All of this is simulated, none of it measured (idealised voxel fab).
Name of the process module below: voxel capacitor over wiring
300 nm wide, 5 nm square cells: that's cross-section cut.
When this document writes out a cross-section, it uses a grid of square cells and lists it as bands, beginning at the top and moving down, with a band standing for one or more rows of cells. Quick guide to a band line: top height, bottom height (nm) up front; then every material left to right with its width in nm. Only one material and it's marked "edge to edge"? Then it fills the band edge to edge. And "empty" just means empty space. Note: height 0 marks the level under which the wafer is uniformly one material as received. Lowest band unbounded below, written "0 and below". A width given as "30..40" starts at the first number in the band's top row and ends at the second number in its bottom row, shifting by an equal amount at every step from row to row. Any step labelled "no alterations made" changed none of the cells in the cross-section. Closed empty spaces (no open way to the top) of 8 cells or more are what "Closed void table" lists, each as width x height at distance from the left edge, nm for all three. On a step's line, text after the settings is the simulator commenting on that step. On any step carrying a mask, the "overlay nm" setting, if present on the step's line, tells how far right of its planned place the mask lay; negative values point to the left.

-- Set out below are the planned steps of the process
1,RECEIVE, material Si
2,CONFORMAL_DEP, material SiO2, thk nm 15
3,CONFORMAL_DEP, material SiN, thk nm 5
4,DIRECTIONAL_DEP, material SiO2, thk nm 15
5,PATTERN, tone open, mask id METAL_1, material resist, width nm 25, pitch nm 85, thk nm 20, overlay nm 0
6,DIRECTIONAL_ETCH, etch materials SiO2, depth nm 15
7,DIRECTIONAL_ETCH, etch materials SiN, depth nm 5
8,STRIP, etch materials resist
9,CONFORMAL_DEP, material TiN, thk nm 5
10,FILL_DEP, material Cu, thk nm 5
11,CMP, height nm 35
12,EPI, material Ru, thk nm 5
13,FILL_DEP, material SiCN, thk nm 5
14,DIRECTIONAL_DEP, material SiO2, thk nm 20
15,PATTERN, tone open, mask id PLUG_1, material resist, width nm 15, thk nm 15, overlay nm 0
16,DIRECTIONAL_ETCH, etch materials SiO2, depth nm 20
17,DIRECTIONAL_ETCH, etch materials SiCN, depth nm 5
18,STRIP, etch materials resist
19,CONFORMAL_DEP, material TiN, thk nm 5
20,FILL_DEP, material W, thk nm 5
21,CMP, height nm 65
22,DIRECTIONAL_DEP, material TiN, thk nm 5
23,DIRECTIONAL_DEP, material SiN, thk nm 5
24,DIRECTIONAL_DEP, material TiN, thk nm 5
25,DIRECTIONAL_DEP, material aC, thk nm 15
26,PATTERN, tone cover, mask id UPPER_PLATE, material resist, width nm 65, thk nm 35, overlay nm 0
27,DIRECTIONAL_ETCH, etch materials aC, depth nm 15
28,STRIP, etch materials resist
29,DIRECTIONAL_ETCH, etch materials TiN, depth nm 5
30,DIRECTIONAL_ETCH, etch materials SiN, depth nm 5
31,STRIP, etch materials aC
32,MASKED_ETCH, tone cover, mask id LOWER_PLATE, width nm 75, etch materials TiN, depth nm 5, overlay nm 0
33,FILL_DEP, material SiO2, thk nm 20
34,CMP, height nm 95
35,PATTERN, tone open, mask id PLUG_2, material resist, width nm 15, thk nm 20, overlay nm 0
36,DIRECTIONAL_ETCH, etch materials SiO2, depth nm 15
37,STRIP, etch materials resist
38,CONFORMAL_DEP, material TiN, thk nm 5
39,FILL_DEP, material W, thk nm 5
40,CMP, height nm 95
41,CONFORMAL_DEP, material SiN, thk nm 5

-- First of two wafers, processed according to plan

-- Shown in cross-section is the wafer as received, that is, as it stands after step 1
- 0 and below = Si edge to edge
- Closed void table: none

-- You're looking at a cross-section of the wafer after step 2
- 15 down to 0 = SiO2 edge to edge
- Note: structure below 0 unchanged.

-- You're looking at a cross-section of the wafer after step 3
- 20 down to 15 = SiN edge to edge
- Note: structure below 15 unchanged.

-- You're looking at a cross-section of the wafer after step 4
- 35 down to 20 = SiO2 edge to edge
- Note: structure below 20 unchanged.

-- You're looking at a cross-section of the wafer after step 5
- 55 down to 35 = 95 resist, then 25 empty, then 60 resist, then 25 empty, then 95 resist
- Note: structure below 35 unchanged.

-- You're looking at a cross-section of the wafer after step 6
- 55 down to 35 = 95 resist, then 25 empty, then 60 resist, then 25 empty, then 95 resist
- 35 down to 20 = 95 SiO2, then 25 empty, then 60 SiO2, then 25 empty, then 95 SiO2
- Note: structure below 20 unchanged.

-- You're looking at a cross-section of the wafer after step 7
- 55 down to 35 = 95 resist, then 25 empty, then 60 resist, then 25 empty, then 95 resist
- 35 down to 20 = 95 SiO2, then 25 empty, then 60 SiO2, then 25 empty, then 95 SiO2
- 20 down to 15 = 95 SiN, then 25 empty, then 60 SiN, then 25 empty, then 95 SiN
- Note: structure below 15 unchanged.

-- You're looking at a cross-section of the wafer after step 8
- 35 down to 20 = 95 SiO2, then 25 empty, then 60 SiO2, then 25 empty, then 95 SiO2
- Note: structure below 20 unchanged.

-- You're looking at a cross-section of the wafer after step 9
- 40 down to 35 = 100 TiN, then 15 empty, then 70 TiN, then 15 empty, then 100 TiN
- 35 down to 20 = 95 SiO2, then 5 TiN, then 15 empty, then 5 TiN, then 60 SiO2, then 5 TiN, then 15 empty, then 5 TiN, then 95 SiO2
- 20 down to 15 = 95 SiN, then 25 TiN, then 60 SiN, then 25 TiN, then 95 SiN
- Note: structure below 15 unchanged.

-- You're looking at a cross-section of the wafer after step 10
- 45 down to 40 = Cu edge to edge
- 40 down to 35 = 100 TiN, then 15 Cu, then 70 TiN, then 15 Cu, then 100 TiN
- 35 down to 20 = 95 SiO2, then 5 TiN, then 15 Cu, then 5 TiN, then 60 SiO2, then 5 TiN, then 15 Cu, then 5 TiN, then 95 SiO2
- Note: structure below 20 unchanged.

-- You're looking at a cross-section of the wafer after step 11
- 35 down to 20 = 95 SiO2, then 5 TiN, then 15 Cu, then 5 TiN, then 60 SiO2, then 5 TiN, then 15 Cu, then 5 TiN, then 95 SiO2
- Note: structure below 20 unchanged.

-- You're looking at a cross-section of the wafer after step 12
- 40 down to 35 = 90 empty, then 35 Ru, then 50 empty, then 35 Ru, then 90 empty
- Note: structure below 35 unchanged.

-- You're looking at a cross-section of the wafer after step 13
- 45 down to 40 = SiCN edge to edge
- 40 down to 35 = 90 SiCN, then 35 Ru, then 50 SiCN, then 35 Ru, then 90 SiCN
- Note: structure below 35 unchanged.

-- You're looking at a cross-section of the wafer after step 14
- 65 down to 45 = SiO2 edge to edge
- Note: structure below 45 unchanged.

-- You're looking at a cross-section of the wafer after step 15
- 80 down to 65 = 105 resist, then 15 empty, then 180 resist
- Note: structure below 65 unchanged.

-- You're looking at a cross-section of the wafer after step 16
- 80 down to 65 = 105 resist, then 15 empty, then 180 resist
- 65 down to 45 = 105 SiO2, then 15 empty, then 180 SiO2
- Note: structure below 45 unchanged.

-- You're looking at a cross-section of the wafer after step 17
- 80 down to 65 = 105 resist, then 15 empty, then 180 resist
- 65 down to 45 = 105 SiO2, then 15 empty, then 180 SiO2
- 45 down to 40 = 105 SiCN, then 15 empty, then 180 SiCN
- Note: structure below 40 unchanged.

-- You're looking at a cross-section of the wafer after step 18
- 65 down to 45 = 105 SiO2, then 15 empty, then 180 SiO2
- Note: structure below 45 unchanged.

-- You're looking at a cross-section of the wafer after step 19
- 70 down to 65 = 110 TiN, then 5 empty, then 185 TiN
- 65 down to 45 = 105 SiO2, then 5 TiN, then 5 empty, then 5 TiN, then 180 SiO2
- 45 down to 40 = 105 SiCN, then 15 TiN, then 180 SiCN
- Note: structure below 40 unchanged.

-- You're looking at a cross-section of the wafer after step 20
- 75 down to 70 = W edge to edge
- 70 down to 65 = 110 TiN, then 5 W, then 185 TiN
- 65 down to 45 = 105 SiO2, then 5 TiN, then 5 W, then 5 TiN, then 180 SiO2
- Note: structure below 45 unchanged.

-- You're looking at a cross-section of the wafer after step 21
- 65 down to 45 = 105 SiO2, then 5 TiN, then 5 W, then 5 TiN, then 180 SiO2
- Note: structure below 45 unchanged.

-- You're looking at a cross-section of the wafer after step 22
- 70 down to 65 = TiN edge to edge
- Note: structure below 65 unchanged.

-- You're looking at a cross-section of the wafer after step 23
- 75 down to 70 = SiN edge to edge
- Note: structure below 70 unchanged.

-- You're looking at a cross-section of the wafer after step 24
- 80 down to 75 = TiN edge to edge
- Note: structure below 75 unchanged.

-- You're looking at a cross-section of the wafer after step 25
- 95 down to 80 = aC edge to edge
- Note: structure below 80 unchanged.

-- You're looking at a cross-section of the wafer after step 26
- 130 down to 95 = 105 empty, then 65 resist, then 130 empty
- Note: structure below 95 unchanged.

-- You're looking at a cross-section of the wafer after step 27
- 115 down to 95 = 105 empty, then 65 resist, then 130 empty
- 95 down to 80 = 105 empty, then 65 aC, then 130 empty
- Note: structure below 80 unchanged.

-- You're looking at a cross-section of the wafer after step 28
- 95 down to 80 = 105 empty, then 65 aC, then 130 empty
- Note: structure below 80 unchanged.

-- You're looking at a cross-section of the wafer after step 29
- 95 down to 80 = 105 empty, then 65 aC, then 130 empty
- 80 down to 75 = 105 empty, then 65 TiN, then 130 empty
- Note: structure below 75 unchanged.

-- You're looking at a cross-section of the wafer after step 30
- 95 down to 80 = 105 empty, then 65 aC, then 130 empty
- 80 down to 75 = 105 empty, then 65 TiN, then 130 empty
- 75 down to 70 = 105 empty, then 65 SiN, then 130 empty
- Note: structure below 70 unchanged.

-- You're looking at a cross-section of the wafer after step 31
- 80 down to 75 = 105 empty, then 65 TiN, then 130 empty
- Note: structure below 75 unchanged.

-- You're looking at a cross-section of the wafer after step 32
- 80 down to 75 = 105 empty, then 65 TiN, then 130 empty
- 75 down to 70 = 105 empty, then 65 SiN, then 130 empty
- 70 down to 65 = 100 empty, then 75 TiN, then 125 empty
- Note: structure below 65 unchanged.

-- You're looking at a cross-section of the wafer after step 33
- 100 down to 80 = SiO2 edge to edge
- 80 down to 75 = 105 SiO2, then 65 TiN, then 130 SiO2
- 75 down to 70 = 105 SiO2, then 65 SiN, then 130 SiO2
- 70 down to 65 = 100 SiO2, then 75 TiN, then 125 SiO2
- Note: structure below 65 unchanged.

-- You're looking at a cross-section of the wafer after step 34
- 95 down to 80 = SiO2 edge to edge
- Note: structure below 80 unchanged.

-- You're looking at a cross-section of the wafer after step 35
- 115 down to 95 = 115 resist, then 15 empty, then 170 resist
- Note: structure below 95 unchanged.

-- You're looking at a cross-section of the wafer after step 36
- 115 down to 95 = 115 resist, then 15 empty, then 170 resist
- 95 down to 80 = 115 SiO2, then 15 empty, then 170 SiO2
- Note: structure below 80 unchanged.

-- You're looking at a cross-section of the wafer after step 37
- 95 down to 80 = 115 SiO2, then 15 empty, then 170 SiO2
- Note: structure below 80 unchanged.

-- You're looking at a cross-section of the wafer after step 38
- 100 down to 95 = 120 TiN, then 5 empty, then 175 TiN
- 95 down to 85 = 115 SiO2, then 5 TiN, then 5 empty, then 5 TiN, then 170 SiO2
- 85 down to 75 = 115..105 SiO2, then 15..65 TiN, then 170..130 SiO2
- Note: structure below 75 unchanged.

-- You're looking at a cross-section of the wafer after step 39
- 105 down to 100 = W edge to edge
- 100 down to 95 = 120 TiN, then 5 W, then 175 TiN
- 95 down to 85 = 115 SiO2, then 5 TiN, then 5 W, then 5 TiN, then 170 SiO2
- Note: structure below 85 unchanged.

-- You're looking at a cross-section of the wafer after step 40
- 95 down to 85 = 115 SiO2, then 5 TiN, then 5 W, then 5 TiN, then 170 SiO2
- Note: structure below 85 unchanged.

-- You're looking at a cross-section of the wafer after step 41
- 100 down to 95 = SiN edge to edge
- Note: structure below 95 unchanged.

-- Wafer two. Same start, same plan, one slip in execution. Same as wafer one through step 7, inclusive

-- Here is the second wafer in cross-section at the point where step 8 of the plan should have been done
- 35 down to 20 = 95 SiO2, then 25 empty, then 60 SiO2, then 25 empty, then 95 SiO2
- Note: structure below 20 unchanged.

-- Here is the second wafer in cross-section at the point where step 9 of the plan should have been done
- 40 down to 35 = 100 TiN, then 15 empty, then 70 TiN, then 15 empty, then 100 TiN
- 35 down to 20 = 95 SiO2, then 5 TiN, then 15 empty, then 5 TiN, then 60 SiO2, then 5 TiN, then 15 empty, then 5 TiN, then 95 SiO2
- 20 down to 15 = 95 SiN, then 25 TiN, then 60 SiN, then 25 TiN, then 95 SiN
- Note: structure below 15 unchanged.

-- Here is the second wafer in cross-section at the point where step 10 of the plan should have been done
- 45 down to 40 = Cu edge to edge
- 40 down to 35 = 100 TiN, then 15 Cu, then 70 TiN, then 15 Cu, then 100 TiN
- 35 down to 20 = 95 SiO2, then 5 TiN, then 15 Cu, then 5 TiN, then 60 SiO2, then 5 TiN, then 15 Cu, then 5 TiN, then 95 SiO2
- Note: structure below 20 unchanged.

-- Here is the second wafer in cross-section at the point where step 11 of the plan should have been done
- 35 down to 20 = 95 SiO2, then 5 TiN, then 15 Cu, then 5 TiN, then 60 SiO2, then 5 TiN, then 15 Cu, then 5 TiN, then 95 SiO2
- Note: structure below 20 unchanged.

-- Here is the second wafer in cross-section at the point where step 12 of the plan should have been done
- 40 down to 35 = 90 empty, then 35 Ru, then 50 empty, then 35 Ru, then 90 empty
- Note: structure below 35 unchanged.

-- Here is the second wafer in cross-section at the point where step 13 of the plan should have been done
- 45 down to 40 = SiCN edge to edge
- 40 down to 35 = 90 SiCN, then 35 Ru, then 50 SiCN, then 35 Ru, then 90 SiCN
- Note: structure below 35 unchanged.

-- Here is the second wafer in cross-section at the point where step 14 of the plan should have been done
- 65 down to 45 = SiO2 edge to edge
- Note: structure below 45 unchanged.

-- Here is the second wafer in cross-section at the point where step 15 of the plan should have been done
- 80 down to 65 = 105 resist, then 15 empty, then 180 resist
- Note: structure below 65 unchanged.

-- Here is the second wafer in cross-section at the point where step 16 of the plan should have been done
- 80 down to 65 = 105 resist, then 15 empty, then 180 resist
- 65 down to 45 = 105 SiO2, then 15 empty, then 180 SiO2
- Note: structure below 45 unchanged.

-- Here is the second wafer in cross-section at the point where step 17 of the plan should have been done
- 80 down to 65 = 105 resist, then 15 empty, then 180 resist
- 65 down to 45 = 105 SiO2, then 15 empty, then 180 SiO2
- 45 down to 40 = 105 SiCN, then 15 empty, then 180 SiCN
- Note: structure below 40 unchanged.

-- Here is the second wafer in cross-section at the point where step 18 of the plan should have been done
- 65 down to 45 = 105 SiO2, then 15 empty, then 180 SiO2
- Note: structure below 45 unchanged.

-- Here is the second wafer in cross-section at the point where step 19 of the plan should have been done
- 70 down to 65 = 110 TiN, then 5 empty, then 185 TiN
- 65 down to 45 = 105 SiO2, then 5 TiN, then 5 empty, then 5 TiN, then 180 SiO2
- 45 down to 40 = 105 SiCN, then 15 TiN, then 180 SiCN
- Note: structure below 40 unchanged.

-- Here is the second wafer in cross-section at the point where step 20 of the plan should have been done
- 75 down to 70 = W edge to edge
- 70 down to 65 = 110 TiN, then 5 W, then 185 TiN
- 65 down to 45 = 105 SiO2, then 5 TiN, then 5 W, then 5 TiN, then 180 SiO2
- Note: structure below 45 unchanged.

-- Here is the second wafer in cross-section at the point where step 21 of the plan should have been done
- 65 down to 45 = 105 SiO2, then 5 TiN, then 5 W, then 5 TiN, then 180 SiO2
- Note: structure below 45 unchanged.

-- Here is the second wafer in cross-section at the point where step 22 of the plan should have been done
- 70 down to 65 = TiN edge to edge
- Note: structure below 65 unchanged.

-- Here is the second wafer in cross-section at the point where step 23 of the plan should have been done
- 75 down to 70 = SiN edge to edge
- Note: structure below 70 unchanged.

-- Here is the second wafer in cross-section at the point where step 24 of the plan should have been done
- 80 down to 75 = TiN edge to edge
- Note: structure below 75 unchanged.

-- Here is the second wafer in cross-section at the point where step 25 of the plan should have been done
- 95 down to 80 = aC edge to edge
- Note: structure below 80 unchanged.

-- Here is the second wafer in cross-section at the point where step 26 of the plan should have been done
- 130 down to 95 = 105 empty, then 65 resist, then 130 empty
- Note: structure below 95 unchanged.

-- Here is the second wafer in cross-section at the point where step 27 of the plan should have been done
- 115 down to 95 = 105 empty, then 65 resist, then 130 empty
- 95 down to 80 = 105 empty, then 65 aC, then 130 empty
- Note: structure below 80 unchanged.

-- Here is the second wafer in cross-section at the point where step 28 of the plan should have been done
- 95 down to 80 = 105 empty, then 65 aC, then 130 empty
- Note: structure below 80 unchanged.

-- Here is the second wafer in cross-section at the point where step 29 of the plan should have been done
- 95 down to 80 = 105 empty, then 65 aC, then 130 empty
- 80 down to 75 = 105 empty, then 65 TiN, then 130 empty
- Note: structure below 75 unchanged.

-- Here is the second wafer in cross-section at the point where step 30 of the plan should have been done
- 95 down to 80 = 105 empty, then 65 aC, then 130 empty
- 80 down to 75 = 105 empty, then 65 TiN, then 130 empty
- 75 down to 70 = 105 empty, then 65 SiN, then 130 empty
- Note: structure below 70 unchanged.

-- Here is the second wafer in cross-section at the point where step 31 of the plan should have been done
- 80 down to 75 = 105 empty, then 65 TiN, then 130 empty
- Note: structure below 75 unchanged.

-- Here is the second wafer in cross-section at the point where step 32 of the plan should have been done
- 80 down to 75 = 105 empty, then 65 TiN, then 130 empty
- 75 down to 70 = 105 empty, then 65 SiN, then 130 empty
- 70 down to 65 = 100 empty, then 75 TiN, then 125 empty
- Note: structure below 65 unchanged.

-- Here is the second wafer in cross-section at the point where step 33 of the plan should have been done
- 100 down to 80 = SiO2 edge to edge
- 80 down to 75 = 105 SiO2, then 65 TiN, then 130 SiO2
- 75 down to 70 = 105 SiO2, then 65 SiN, then 130 SiO2
- 70 down to 65 = 100 SiO2, then 75 TiN, then 125 SiO2
- Note: structure below 65 unchanged.

-- Here is the second wafer in cross-section at the point where step 34 of the plan should have been done
- 95 down to 80 = SiO2 edge to edge
- Note: structure below 80 unchanged.

-- Here is the second wafer in cross-section at the point where step 35 of the plan should have been done
- 115 down to 95 = 115 resist, then 15 empty, then 170 resist
- Note: structure below 95 unchanged.

-- Here is the second wafer in cross-section at the point where step 36 of the plan should have been done
- 115 down to 95 = 115 resist, then 15 empty, then 170 resist
- 95 down to 80 = 115 SiO2, then 15 empty, then 170 SiO2
- Note: structure below 80 unchanged.

-- Here is the second wafer in cross-section at the point where step 37 of the plan should have been done
- 95 down to 80 = 115 SiO2, then 15 empty, then 170 SiO2
- Note: structure below 80 unchanged.

-- Here is the second wafer in cross-section at the point where step 38 of the plan should have been done
- 100 down to 95 = 120 TiN, then 5 empty, then 175 TiN
- 95 down to 85 = 115 SiO2, then 5 TiN, then 5 empty, then 5 TiN, then 170 SiO2
- 85 down to 75 = 115..105 SiO2, then 15..65 TiN, then 170..130 SiO2
- Note: structure below 75 unchanged.

-- Here is the second wafer in cross-section at the point where step 39 of the plan should have been done
- 105 down to 100 = W edge to edge
- 100 down to 95 = 120 TiN, then 5 W, then 175 TiN
- 95 down to 85 = 115 SiO2, then 5 TiN, then 5 W, then 5 TiN, then 170 SiO2
- Note: structure below 85 unchanged.

-- Here is the second wafer in cross-section at the point where step 40 of the plan should have been done
- 95 down to 85 = 115 SiO2, then 5 TiN, then 5 W, then 5 TiN, then 170 SiO2
- Note: structure below 85 unchanged.

-- Here is the second wafer in cross-section at the point where step 41 of the plan should have been done
- 100 down to 95 = SiN edge to edge
- Note: structure below 95 unchanged.
Short version of what went wrong: execution of plan step 8 occurred twice
Result: same final cross-section on the two wafers, so no effect from the mistake in this model.
